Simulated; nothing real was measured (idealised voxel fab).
Proc. module: voxel fin reveal
For reference, the cross-section in this document is cut, with width 245 nm and square cells of 5 nm.
We lay out every cross-section as a grid of square cells and spell it out in bands from the top down, where one band means one or more rows of cells. Read a band's entry like this: the first values are the height of its top and the height of its bottom in nm, and what follows is the sequence of materials from left to right, each with its width in nm. Note that "empty" is empty space, and that a single material marked "throughout" reaches across the band from edge to edge. The level at which height equals 0 is the one under which the wafer, as it arrives, is entirely one material. No lower edge exists for the bottom band, which continues downward and is notated as in "0..down". Read "30->40" as a graded width: first number on top, second number at the bottom, same change between each pair of neighbouring rows. "no modifications", as given for a step, is the statement that not any cell of the cross-section underwent a change during that step. Under "Closed void inventory" you'll find the enclosed gaps, the ones with no way out to the top, that are 8 cells or bigger; each reads width x height at distance, with distance counted from the left edge, everything in nm. On a step's line, text after the settings is the simulator commenting on that step. "overlay nm" denotes, for a step that has a mask, the displacement of the mask to the right of its planned place, with negative values corresponding to the left.
Steps planned for the process:
| 1 | RECEIVE, material Si |
| 2 | CONFORMAL_DEP, material SiN, thk nm 10 |
| 3 | MASKED_ETCH, tone cover, mask id FINS, width nm 15, pitch nm 40, etch materials SiN, depth nm 10, overlay nm 0 |
| 4 | MASKED_ETCH, tone cover, mask id FINS, width nm 15, pitch nm 40, etch materials Si, depth nm 35, overlay nm 0 |
| 5 | OXIDIZE, depth nm 5 |
| 6 | FILL_DEP, material SiO2, thk nm 15 |
| 7 | CMP, height nm 10 |
| 8 | SELECTIVE_ETCH, etch materials SiO2, depth nm 30 |
| 9 | STRIP, etch materials SiN |
varied across the wafers: width nm of step 4. The plan shows the first wafer's value. All wafers start alike
Step 1 complete: as-received cross-section of the first of several wafers:
> 0..down | Si throughout
> Closed void inventory: none
Cross-section, first of several wafers, end of module, after last step 9:
> 0..-20 | empty (100) | Si (5) | empty (35) | Si (5) | empty (100)
> -20..-40 | SiO2 (100) | Si (5) | SiO2 (35) | Si (5) | SiO2 (100)
> -40..down | Si throughout
> Closed void inventory: none
Last wafer, end of module, cross-section:
> 0..-5 | empty (100) | Si (5) | empty (35) | Si (5) | empty (100)
> -5..-20 | empty (95) | Si (15) | empty (25) | Si (15) | empty (95)
> -20..-40 | SiO2 (95) | Si (15) | SiO2 (25) | Si (15) | SiO2 (95)
> -40..down | Si throughout
> Closed void inventory: none
Per wafer (row), end of module: delta in cells per material since receipt, (+) for gained, (-) for lost; closed voids after that:
width nm 15 | -376 Si | +188 SiO2 | Closed void inventory: none
width nm 20 | -362 Si | +180 SiO2 | Closed void inventory: none
width nm 25 | -348 Si | +172 SiO2 | Closed void inventory: none
